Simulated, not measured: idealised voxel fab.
A process module follows: voxel gate over fins.
This is section cut - it's 240 nm across, gridded in 5 nm square cells.
If you're reading a cross-section in this doc, picture square cells in a grid; it comes to you as bands, top ones listed first down to the bottom, and a band can be one or more rows of cells.
First you get the band's top height and its bottom height, in nm, and then the materials it's made of, left to right, with each width in nm. If you see a single material with "edge to edge", that one covers the band edge to edge. "air" is empty space.
Height 0 is the level under which the wafer as received is all one material. The lowest band goes on downwards, as in "0 -> down".
Top row gets the first number, bottom row gets the second, and each row in between changes by the same step: that is how a band width like "30->40" works.
When a step is marked "no alteration", none of the cells in the cross-section changed during that step.
"Enclosed internal cavities": sealed empty spaces, 8 cells or more, no open way to top, listed width x height at distance, with distance from the left edge and width, height and distance in nm.
On a step's line, text after the settings is the simulator commenting on that step.
For masked steps, "overlay nm" on the step line gives how far right of plan the mask actually lay; a minus sign means it lay to the left.
**Process steps (planned)**
1: op RECEIVE | material Si
2: op CONFORMAL_DEP | material SiN | thk nm 5
3: op PATTERN | tone cover | mask id FINS | material resist | width nm 15 | pitch nm 55 | thk nm 20 | overlay nm 0
4: op DIRECTIONAL_ETCH | etch materials SiN | depth nm 5
5: op DIRECTIONAL_ETCH | etch materials Si | depth nm 40
6: op STRIP | etch materials resist
7: op FILL_DEP | material SiO2 | thk nm 5
8: op CMP | height nm 5
9: op MASKED_ETCH | tone open | mask id RAIL | width nm 15 | etch materials SiO2 | depth nm 40 | overlay nm 0
10: op CONFORMAL_DEP | material TiN | thk nm 5
11: op FILL_DEP | material W | thk nm 10
12: op CMP | height nm 5
13: op SELECTIVE_ETCH | etch materials W Ru TiN | depth nm 25
14: op FILL_DEP | material SiO2 | thk nm 5
15: op CMP | height nm 5
16: op SELECTIVE_ETCH | etch materials SiO2 | depth nm 20
17: op STRIP | etch materials SiN
18: op CONFORMAL_DEP | material HfO2 | thk nm 5
19: op CONFORMAL_DEP | material TiN | thk nm 5
20: op CONFORMAL_DEP | material TiAl | thk nm 5
21: op CONFORMAL_DEP | material TiN | thk nm 5
22: op FILL_DEP | material W | thk nm 15
23: op CMP | height nm 30
24: op CONFORMAL_DEP | material SiCN | thk nm 5
**Cross-section of the incoming wafer, state after step 1**
- 0 -> down | Si edge to edge
- Enclosed internal cavities: none
**Cross-section: first of two wafers, module finished, run according to plan**
- 35 -> 30 | SiCN edge to edge
- 30 -> 20 | W edge to edge
- 20 -> 15 | 35 nm W, then 165 nm TiN, then 40 nm W
- 15 -> 10 | 35 nm W, then 5 nm TiN, then 45 nm TiAl, then 10 nm TiN, then 45 nm TiAl, then 10 nm TiN, then 45 nm TiAl, then 5 nm TiN, then 40 nm W
- 10 -> 5 | 35 nm W, then 5 nm TiN, then 5 nm TiAl, then 35 nm TiN, then 5 nm TiAl, then 10 nm TiN, then 5 nm TiAl, then 35 nm TiN, then 5 nm TiAl, then 10 nm TiN, then 5 nm TiAl, then 35 nm TiN, then 5 nm TiAl, then 5 nm TiN, then 40 nm W
- 5 -> 0 | 40 nm TiN, then 5 nm TiAl, then 5 nm TiN, then 25 nm HfO2, then 5 nm TiN, then 5 nm TiAl, then 10 nm TiN, then 5 nm TiAl, then 5 nm TiN, then 25 nm HfO2, then 5 nm TiN, then 5 nm TiAl, then 10 nm TiN, then 5 nm TiAl, then 5 nm TiN, then 25 nm HfO2, then 5 nm TiN, then 5 nm TiAl, then 45 nm TiN
- 0 -> -5 | 45 nm TiAl, then 5 nm TiN, then 5 nm HfO2, then 15 nm Si, then 5 nm HfO2, then 5 nm TiN, then 20 nm TiAl, then 5 nm TiN, then 5 nm HfO2, then 15 nm Si, then 5 nm HfO2, then 5 nm TiN, then 20 nm TiAl, then 5 nm TiN, then 5 nm HfO2, then 15 nm Si, then 5 nm HfO2, then 5 nm TiN, then 50 nm TiAl
- -5 -> -10 | 50 nm TiN, then 5 nm HfO2, then 15 nm Si, then 5 nm HfO2, then 30 nm TiN, then 5 nm HfO2, then 15 nm Si, then 5 nm HfO2, then 30 nm TiN, then 5 nm HfO2, then 15 nm Si, then 5 nm HfO2, then 55 nm TiN
- -10 -> -15 | 55 nm HfO2, then 15 nm Si, then 40 nm HfO2, then 15 nm Si, then 40 nm HfO2, then 15 nm Si, then 60 nm HfO2
- -15 -> -20 | 55 nm SiO2, then 15 nm Si, then 40 nm SiO2, then 15 nm Si, then 40 nm SiO2, then 15 nm Si, then 60 nm SiO2
- -20 -> -30 | 55 nm SiO2, then 15 nm Si, then 10 nm SiO2, then 5 nm TiN, then 5 nm W, then 5 nm TiN, then 15 nm SiO2, then 15 nm Si, then 40 nm SiO2, then 15 nm Si, then 60 nm SiO2
- -30 -> -35 | 55 nm SiO2, then 15 nm Si, then 10 nm SiO2, then 15 nm TiN, then 15 nm SiO2, then 15 nm Si, then 40 nm SiO2, then 15 nm Si, then 60 nm SiO2
- -35 -> -40 | 55 nm SiO2, then 15 nm Si, then 40 nm SiO2, then 15 nm Si, then 40 nm SiO2, then 15 nm Si, then 60 nm SiO2
- -40 -> down | Si edge to edge
- Enclosed internal cavities: none
**Here is the second of the two wafers cut open at the end of the module - same start, same plan as the first one, but we made one mistake running it**
- 35 -> 30 | SiCN edge to edge
- 30 -> 20 | W edge to edge
- 20 -> 15 | 35 nm W, then 170 nm TiN, then 35 nm W
- 15 -> 10 | 35 nm W, then 5 nm TiN, then 50 nm TiAl, then 5 nm TiN, then 50 nm TiAl, then 5 nm TiN, then 50 nm TiAl, then 5 nm TiN, then 35 nm W
- 10 -> 5 | 35 nm W, then 5 nm TiN, then 5 nm TiAl, then 40 nm TiN, then 5 nm TiAl, then 5 nm TiN, then 5 nm TiAl, then 40 nm TiN, then 5 nm TiAl, then 5 nm TiN, then 5 nm TiAl, then 40 nm TiN, then 5 nm TiAl, then 5 nm TiN, then 35 nm W
- 5 -> 0 | 40 nm TiN, then 5 nm TiAl, then 5 nm TiN, then 30 nm HfO2, then 5 nm TiN, then 5 nm TiAl, then 5 nm TiN, then 5 nm TiAl, then 5 nm TiN, then 30 nm HfO2, then 5 nm TiN, then 5 nm TiAl, then 5 nm TiN, then 5 nm TiAl, then 5 nm TiN, then 30 nm HfO2, then 5 nm TiN, then 5 nm TiAl, then 40 nm TiN
- 0 -> -5 | 45 nm TiAl, then 5 nm TiN, then 5 nm HfO2, then 20 nm Si, then 5 nm HfO2, then 5 nm TiN, then 15 nm TiAl, then 5 nm TiN, then 5 nm HfO2, then 20 nm Si, then 5 nm HfO2, then 5 nm TiN, then 15 nm TiAl, then 5 nm TiN, then 5 nm HfO2, then 20 nm Si, then 5 nm HfO2, then 5 nm TiN, then 45 nm TiAl
- -5 -> -10 | 50 nm TiN, then 5 nm HfO2, then 20 nm Si, then 5 nm HfO2, then 25 nm TiN, then 5 nm HfO2, then 20 nm Si, then 5 nm HfO2, then 25 nm TiN, then 5 nm HfO2, then 20 nm Si, then 5 nm HfO2, then 50 nm TiN
- -10 -> -15 | 55 nm HfO2, then 20 nm Si, then 35 nm HfO2, then 20 nm Si, then 35 nm HfO2, then 20 nm Si, then 55 nm HfO2
- -15 -> -20 | 55 nm SiO2, then 20 nm Si, then 35 nm SiO2, then 20 nm Si, then 35 nm SiO2, then 20 nm Si, then 55 nm SiO2
- -20 -> -30 | 55 nm SiO2, then 20 nm Si, then 5 nm SiO2, then 5 nm TiN, then 5 nm W, then 5 nm TiN, then 15 nm SiO2, then 20 nm Si, then 35 nm SiO2, then 20 nm Si, then 55 nm SiO2
- -30 -> -35 | 55 nm SiO2, then 20 nm Si, then 5 nm SiO2, then 15 nm TiN, then 15 nm SiO2, then 20 nm Si, then 35 nm SiO2, then 20 nm Si, then 55 nm SiO2
- -35 -> -40 | 55 nm SiO2, then 20 nm Si, then 35 nm SiO2, then 20 nm Si, then 35 nm SiO2, then 20 nm Si, then 55 nm SiO2
- -40 -> down | Si edge to edge
- Enclosed internal cavities: none
Deviation from plan: step 3 off recipe, ran as op PATTERN | tone cover | mask id FINS | material resist | width nm 20 | pitch nm 55 | thk nm 20 | overlay nm 0
Wafer comparison, final, in cells, second relative to first, materials more or fewer: 24 more of Si, 15 fewer of SiO2, 6 fewer of TiN, 3 fewer of W
